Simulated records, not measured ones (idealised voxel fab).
Process module heading - voxel wiring stack
The width of the displayed cross-section, cut, is 180 nm; its cells are square, with a size of 5 nm.
Cross-sections here: square-cell grids, written as top-down lists of bands, a band being one or more rows of cells. What a band's entry tells you: where the top is and where the bottom is, as heights in nm, and after that what lies inside, material by material from left to right, each with its width in nm. Empty space is written as the word "air", and a single material marked with the word "everywhere" occupies the band from edge to edge. Beneath 0, the wafer as received is one material, and that level is where height counting begins. The lowest band goes on downward without a bottom; it is written like "0 and below". When a width is written as two numbers, as in "30..40", the first number is the width in the top row of cells of the band and the second is the width in its bottom row, and the width changes by the same amount from each row to the next. No cell of the cross-section changed in a step that is given as "no modifications". So "Listed closed voids" is basically the list of trapped voids: any empty space of 8 cells or more that can't reach the top through an opening. They're written width x height at distance, the distance being from the left edge, and it's all nm. Step line, after settings: the simulator's comment on this step. On any step carrying a mask, the "overlay nm" setting, if present on the step's line, tells how far right of its planned place the mask lay; negative values point to the left.

**Here's what the planned process steps look like**
1,RECEIVE with material Si
2,CONFORMAL_DEP with material SiO2, thk nm 15
3,CONFORMAL_DEP with material SiN, thk nm 5
4,DIRECTIONAL_DEP with material SiO2, thk nm 15
5,DIRECTIONAL_DEP with material aC, thk nm 15
6,PATTERN with tone open, mask id METAL_1, material resist, width nm 25, pitch nm 40, thk nm 35, overlay nm 0
7,DIRECTIONAL_ETCH with etch materials aC, depth nm 15
8,STRIP with etch materials resist
9,DIRECTIONAL_ETCH with etch materials SiO2, depth nm 15
10,DIRECTIONAL_ETCH with etch materials SiN, depth nm 5
11,STRIP with etch materials aC
12,CONFORMAL_DEP with material TiN, thk nm 5
13,FILL_DEP with material Cu, thk nm 5
14,CMP with height nm 35
15,EPI with material Ru, thk nm 5
16,FILL_DEP with material SiCN, thk nm 5
17,DIRECTIONAL_DEP with material SiO2, thk nm 10
18,PATTERN with tone open, mask id PLUG_1, material resist, width nm 15, pitch nm 40, thk nm 15, overlay nm 0
19,DIRECTIONAL_ETCH with etch materials SiO2, depth nm 10
20,DIRECTIONAL_ETCH with etch materials SiCN, depth nm 5
21,STRIP with etch materials resist
22,CONFORMAL_DEP with material TiN, thk nm 5
23,FILL_DEP with material Ru, thk nm 10
24,CMP with height nm 55
25,DIRECTIONAL_DEP with material TiN, thk nm 5
26,DIRECTIONAL_DEP with material W, thk nm 15
27,PATTERN with tone cover, mask id METAL_2, material resist, width nm 25, pitch nm 40, thk nm 20, overlay nm 0
28,DIRECTIONAL_ETCH with etch materials W, depth nm 15
29,DIRECTIONAL_ETCH with etch materials TiN, depth nm 5
30,STRIP with etch materials resist
31,CONFORMAL_DEP with material SiN, thk nm 5
32,FILL_DEP with material lowk, thk nm 10
33,CMP with height nm 75
34,CONFORMAL_DEP with material SiCN, thk nm 5
35,DIRECTIONAL_DEP with material SiO2, thk nm 30
36,DIRECTIONAL_DEP with material aC, thk nm 10
37,PATTERN with tone open, mask id METAL_3_HOLES, material resist, width nm 15, thk nm 30, overlay nm 0
38,DIRECTIONAL_ETCH with etch materials aC, depth nm 10
39,STRIP with etch materials resist
40,DIRECTIONAL_ETCH with etch materials SiO2, depth nm 30
41,STRIP with etch materials aC
42,DIRECTIONAL_DEP with material aC, thk nm 15
43,PATTERN with tone open, mask id METAL_3, material resist, width nm 25, pitch nm 40, thk nm 30, overlay nm 0
44,DIRECTIONAL_ETCH with etch materials aC, depth nm 15
45,STRIP with etch materials resist
46,DIRECTIONAL_ETCH with etch materials SiO2, depth nm 15
47,DIRECTIONAL_ETCH with etch materials SiCN, depth nm 5
48,STRIP with etch materials aC
49,CONFORMAL_DEP with material TiN, thk nm 5
50,FILL_DEP with material Cu, thk nm 5
51,CMP with height nm 110
52,CONFORMAL_DEP with material SiN, thk nm 5
Among the wafers covered here, the point of difference is the thk nm at step 12; their starting state is shared, and the plan presents the value of the first wafer.

**Cut through the first of several wafers as received, post step 1**
  0 and below | Si everywhere
  Listed closed voids: none

**Table: wafers, a row each; end-of-module cell change per material since receipt, gain (+), loss (-); then closed voids**
thk nm 5, +34 Cu, +18 Ru, +85 SiCN, +100 SiN, +423 SiO2, +72 TiN, +30 W, +66 lowk, Listed closed voids: none
thk nm 10, +20 Cu, +18 Ru, +85 SiCN, +100 SiN, +423 SiO2, +86 TiN, +30 W, +66 lowk, Listed closed voids: none
thk nm 15, +16 Cu, +18 Ru, +85 SiCN, +100 SiN, +423 SiO2, +90 TiN, +30 W, +66 lowk, Listed closed voids: none
thk nm 20, +16 Cu, +18 Ru, +85 SiCN, +100 SiN, +423 SiO2, +90 TiN, +30 W, +66 lowk, Listed closed voids: none
